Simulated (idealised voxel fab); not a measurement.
process module | voxel fin reveal
cross-section cut | 250 nm wide | cells 5 nm
A cross-section is a grid of square cells, given in bands from the top down. A band is one or more rows of cells.
Each band's line starts with the height of the band's top and of its bottom, in nm. Then come its materials from left to right, each with its width in nm. One material with "throughout" fills the band from edge to edge. "air" is empty space.
Height 0 is the level under which the wafer as received is all one material. The lowest band goes on downwards, as in "0 down".
A width such as "30 to 40" changes by the same amount from each row of cells to the next, from the band's top row to its bottom row.
"no change" after a step means that no cell of the cross-section changed.
closed voids: empty space of 8 cells or more with no open way to the top, each as width x height at its distance from the left edge, in nm
after a step's settings: what the simulator itself notes on the step
overlay nm, on a step with a mask: how far to the right of its planned place the mask lay; to the left if negative
plan
1 op RECEIVE | material Si
2 op CONFORMAL_DEP | material SiN | thk nm 10
3 op DIRECTIONAL_DEP | material aC | thk nm 10
4 op PATTERN | tone cover | mask id FINS | material resist | width nm 15 | pitch nm 40 | thk nm 25 | overlay nm 0
5 op DIRECTIONAL_ETCH | etch materials aC | depth nm 10
6 op STRIP | etch materials resist
7 op DIRECTIONAL_ETCH | etch materials SiN | depth nm 10
8 op DIRECTIONAL_ETCH | etch materials Si | depth nm 40
9 op STRIP | etch materials aC
10 op OXIDIZE | depth nm 5
11 op FILL_DEP | material SiO2 | thk nm 15
12 op CMP | height nm 10
13 op SELECTIVE_ETCH | etch materials SiO2 | depth nm 20
14 op STRIP | etch materials SiN
as received, after step 1
  0 down: Si throughout
  closed voids: none
first wafer at the end, as planned
  0 to -10: air 100 | Si 5 | air 35 | Si 5 | air 105
  -10 to -45: SiO2 100 | Si 5 | SiO2 35 | Si 5 | SiO2 105
  -45 down: Si throughout
  closed voids: none
second wafer at the end: like start, like plan, one mistake
  10 to 0: air 95 | SiN 15 | air 25 | SiN 15 | air 100
  0 to -45: air 100 | Si 5 | air 35 | Si 5 | air 105
  -45 down: Si throughout
  closed voids: none
what went wrong: step 14 ran as: op STRIP | etch materials SiO2
at the end the second wafer has, in cells: 12 more of SiN | 336 fewer of SiO2
